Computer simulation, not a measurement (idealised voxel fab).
Process module under the name voxel transistor to metal
We display cut, a cross-section 300 nm in width whose square cells are each 5 nm.
Bands, listed from the top down, are how a cross-section gets written in this document; the cross-section itself is a grid of square cells, and a band is one or more rows of them. A band entry consists of two parts. The first gives the height of the band's top and the height of its bottom, in nm. The rest lists the band's materials from left to right, each with its width in nm. A single material labelled with the word "everywhere" fills the band from edge to edge, and the word "air" marks empty space. All heights in this document are referenced to 0, defined as the level beneath which the wafer, as received, consists entirely of one material. The lowest band is not bounded below; it extends indefinitely downward and is written in the form "0 nm and below". The expression "30..40" gives the width at the extremes of the band, the first number at its top row of cells and the second at its bottom row, with the width changing by equal amounts from each row to the next in between. No cell of the cross-section changed in a step that is given as "left unchanged". Any empty space of 8 cells or more lacking an open way to the top shows up in "Enclosed void entries" as width x height at distance, distance from the left edge, in nm. On each step's line, the part that comes after the settings is the simulator's own comment on the step. overlay nm: on a step with a mask, how far right of its planned place the mask lay; negative means left.

Here's what the planned process steps look like:
1: RECEIVE | material Si
2: CONFORMAL_DEP | material SiO2 | thk nm 5
3: CONFORMAL_DEP | material SiN | thk nm 15
4: PATTERN | tone cover | mask id ACTIVE | material resist | width nm 115 | pitch nm 145 | thk nm 20 | overlay nm 0
5: DIRECTIONAL_ETCH | etch materials SiN | depth nm 15
6: DIRECTIONAL_ETCH | etch materials SiO2 | depth nm 5
7: DIRECTIONAL_ETCH | etch materials Si | depth nm 25
8: STRIP | etch materials resist
9: OXIDIZE | depth nm 5
10: FILL_DEP | material SiO2 | thk nm 10
11: CMP | height nm 20
12: SELECTIVE_ETCH | etch materials SiO2 | depth nm 5
13: STRIP | etch materials SiN
14: SELECTIVE_ETCH | etch materials SiO2 | depth nm 5
15: OXIDIZE | depth nm 5
16: DIRECTIONAL_DEP | material polySi | thk nm 25
17: DIRECTIONAL_DEP | material SiCN | thk nm 10
18: MASKED_ETCH | tone cover | mask id GATE | width nm 25 | pitch nm 145 | etch materials SiCN | depth nm 20 | overlay nm 0
19: MASKED_ETCH | tone cover | mask id GATE | width nm 25 | pitch nm 145 | etch materials polySi | depth nm 35 | overlay nm 0
20: CONFORMAL_DEP | material SiN | thk nm 10
21: DIRECTIONAL_ETCH | etch materials SiN | depth nm 10
22: DIRECTIONAL_ETCH | etch materials SiO2 | depth nm 5
23: DIRECTIONAL_ETCH | etch materials Si | depth nm 15
24: EPI | material nSi | thk nm 20
25: FILL_DEP | material SiO2 | thk nm 10
26: CMP | height nm 35
27: DIRECTIONAL_DEP | material SiO2 | thk nm 10
28: MASKED_ETCH | tone open | mask id CONTACT | width nm 30 | etch materials SiO2 | depth nm 45 | overlay nm 0
29: CONFORMAL_DEP | material TiN | thk nm 5
30: FILL_DEP | material Ru | thk nm 5
31: CMP | height nm 45
32: DIRECTIONAL_DEP | material TiN | thk nm 5
33: DIRECTIONAL_DEP | material W | thk nm 15
34: PATTERN | tone cover | mask id METAL_1 | material resist | width nm 20 | thk nm 15 | overlay nm 0
35: DIRECTIONAL_ETCH | etch materials W | depth nm 15
36: DIRECTIONAL_ETCH | etch materials TiN | depth nm 5
37: STRIP | etch materials resist
38: FILL_DEP | material lowk | thk nm 10
39: CMP | height nm 65
40: CONFORMAL_DEP | material SiCN | thk nm 5
41: DIRECTIONAL_DEP | material SiO2 | thk nm 30
42: PATTERN | tone open | mask id METAL_2_HOLES | material resist | width nm 15 | pitch nm 145 | thk nm 20 | overlay nm 0
43: DIRECTIONAL_ETCH | etch materials SiO2 | depth nm 30
44: STRIP | etch materials resist
45: PATTERN | tone open | mask id METAL_2 | material resist | width nm 15 | pitch nm 145 | thk nm 20 | overlay nm 0
46: DIRECTIONAL_ETCH | etch materials SiO2 | depth nm 15
47: DIRECTIONAL_ETCH | etch materials SiCN | depth nm 5
48: STRIP | etch materials resist
49: CONFORMAL_DEP | material TiN | thk nm 5
50: FILL_DEP | material Cu | thk nm 5
51: CMP | height nm 100
52: CONFORMAL_DEP | material SiCN | thk nm 5
Wafers differ in width nm at step 45; plan lists the first wafer's value; identical starting state.

Received condition of the first of several wafers, sectioned: post-step 1:
- 0 nm and below = Si everywhere
- Enclosed void entries: none

Take any row and you have a wafer at the end of the module: how many cells of each material it has gained (+) or lost (-) since it was received, and then its closed voids:
width nm 15; +14 Cu; +64 Ru; -222 Si; +136 SiCN; +72 SiN; +654 SiO2; +124 TiN; +48 W; +176 lowk; +144 nSi; +50 polySi; Enclosed void entries: none
width nm 20; +16 Cu; +64 Ru; -222 Si; +134 SiCN; +72 SiN; +654 SiO2; +124 TiN; +48 W; +176 lowk; +144 nSi; +50 polySi; Enclosed void entries: none
width nm 25; +20 Cu; +64 Ru; -222 Si; +134 SiCN; +72 SiN; +648 SiO2; +126 TiN; +48 W; +176 lowk; +144 nSi; +50 polySi; Enclosed void entries: none
width nm 30; +24 Cu; +64 Ru; -222 Si; +134 SiCN; +72 SiN; +642 SiO2; +128 TiN; +48 W; +176 lowk; +144 nSi; +50 polySi; Enclosed void entries: none
width nm 35; +28 Cu; +64 Ru; -222 Si; +134 SiCN; +72 SiN; +636 SiO2; +130 TiN; +48 W; +176 lowk; +144 nSi; +50 polySi; Enclosed void entries: none
